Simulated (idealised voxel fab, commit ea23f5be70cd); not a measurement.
A process module follows: voxel wiring stack.
Displayed cross-section: cut, width of 285 nm, square cells sized 5 nm.
Bands, listed from the top down, are how a cross-section gets written in this document; the cross-section itself is a grid of square cells, and a band is one or more rows of them. Band: top height; bottom height; in nm. Then, left to right: material with width in nm, for each material. "throughout": a single material spanning edge to edge. "blank": empty space. Height datum 0, below which the as-received substrate wafer is one material. Lowest band open at the bottom, running downward: "0 down". When a width is written as two numbers, as in "30..40", the first number is the width in the top row of cells of the band and the second is the width in its bottom row, and the width changes by the same amount from each row to the next. Reading "everything unchanged" for a step: not a cell of the cross-section changed in it. So "Completely enclosed voids" is basically the list of trapped voids: any empty space of 8 cells or more that can't reach the top through an opening. They're written width x height at distance, the distance being from the left edge, and it's all nm. That trailing text on a step's line, after the settings, is the simulator's own remark on the step. Each step line may optionally specify "overlay nm", which for a step with a mask gives the rightward distance between the mask's planned place and where it lay, a negative value indicating the leftward direction.
The planned process steps are enumerated hereunder:
1. RECEIVE | material Si
2. CONFORMAL_DEP | material SiO2 | thk nm 15
3. CONFORMAL_DEP | material SiCN | thk nm 5
4. DIRECTIONAL_DEP | material SiO2 | thk nm 25
5. PATTERN | tone open | mask id METAL_1 | material resist | width nm 25 | pitch nm 45 | thk nm 20 | overlay nm 0
6. DIRECTIONAL_ETCH | etch materials SiO2 | depth nm 25
7. DIRECTIONAL_ETCH | etch materials SiCN | depth nm 5
8. STRIP | etch materials resist
9. CONFORMAL_DEP | material TiN | thk nm 5
10. FILL_DEP | material Cu | thk nm 10
11. CMP | height nm 45
12. CONFORMAL_DEP | material SiCN | thk nm 5
13. DIRECTIONAL_DEP | material lowk | thk nm 35
14. PATTERN | tone open | mask id METAL_2 | material resist | width nm 25 | pitch nm 45 | thk nm 15 | overlay nm 0
15. DIRECTIONAL_ETCH | etch materials lowk | depth nm 20
16. STRIP | etch materials resist
17. MASKED_ETCH | tone open | mask id METAL_2_HOLES | width nm 15 | etch materials lowk | depth nm 15 | overlay nm 0
18. MASKED_ETCH | tone open | mask id METAL_2_HOLES | width nm 15 | etch materials SiCN | depth nm 5 | overlay nm 0
19. CONFORMAL_DEP | material TiN | thk nm 5
20. FILL_DEP | material Ru | thk nm 10
21. CMP | height nm 85
22. CONFORMAL_DEP | material SiN | thk nm 5
Here's what the wafer looked like in cross-section when it arrived - that's after step 1:
- 0 down = Si throughout
- Completely enclosed voids: none
Cross-section: first of two wafers, module finished, run according to plan:
- 90 to 85 = SiN throughout
- 85 to 70 = lowk: 105, TiN: 5, Ru: 15, TiN: 5, lowk: 20, TiN: 5, Ru: 15, TiN: 5, lowk: 110
- 70 to 65 = lowk: 105, TiN: 5, Ru: 5, TiN: 15, lowk: 20, TiN: 25, lowk: 110
- 65 to 50 = lowk: 105, TiN: 5, Ru: 5, TiN: 5, lowk: 165
- 50 to 45 = SiCN: 105, TiN: 15, SiCN: 165
- 45 to 20 = SiO2: 105, TiN: 5, Cu: 15, TiN: 5, SiO2: 20, TiN: 5, Cu: 15, TiN: 5, SiO2: 110
- 20 to 15 = SiCN: 105, TiN: 25, SiCN: 20, TiN: 25, SiCN: 110
- 15 to 0 = SiO2 throughout
- 0 down = Si throughout
- Completely enclosed voids: none
Second wafer cross-section at end of module - shared start and plan with the first, one mistake in the run:
- 100 to 95 = SiN throughout
- 95 to 90 = Ru throughout
- 90 to 85 = TiN: 110, Ru: 15, TiN: 30, Ru: 15, TiN: 115
- 85 to 70 = lowk: 105, TiN: 5, Ru: 15, TiN: 5, lowk: 20, TiN: 5, Ru: 15, TiN: 5, lowk: 110
- 70 to 65 = lowk: 105, TiN: 5, Ru: 5, TiN: 15, lowk: 20, TiN: 25, lowk: 110
- 65 to 50 = lowk: 105, TiN: 5, Ru: 5, TiN: 5, lowk: 165
- 50 to 45 = SiCN: 105, TiN: 15, SiCN: 165
- 45 to 20 = SiO2: 105, TiN: 5, Cu: 15, TiN: 5, SiO2: 20, TiN: 5, Cu: 15, TiN: 5, SiO2: 110
- 20 to 15 = SiCN: 105, TiN: 25, SiCN: 20, TiN: 25, SiCN: 110
- 15 to 0 = SiO2 throughout
- 0 down = Si throughout
- Completely enclosed voids: none
Finding, execution versus plan: step 21 ran with different settings than intended, the actual operation and settings being CMP | height nm 95
The closing comparison, in cells, has the second wafer with more or fewer of some materials than the first: Ru: 63 more, TiN: 51 more
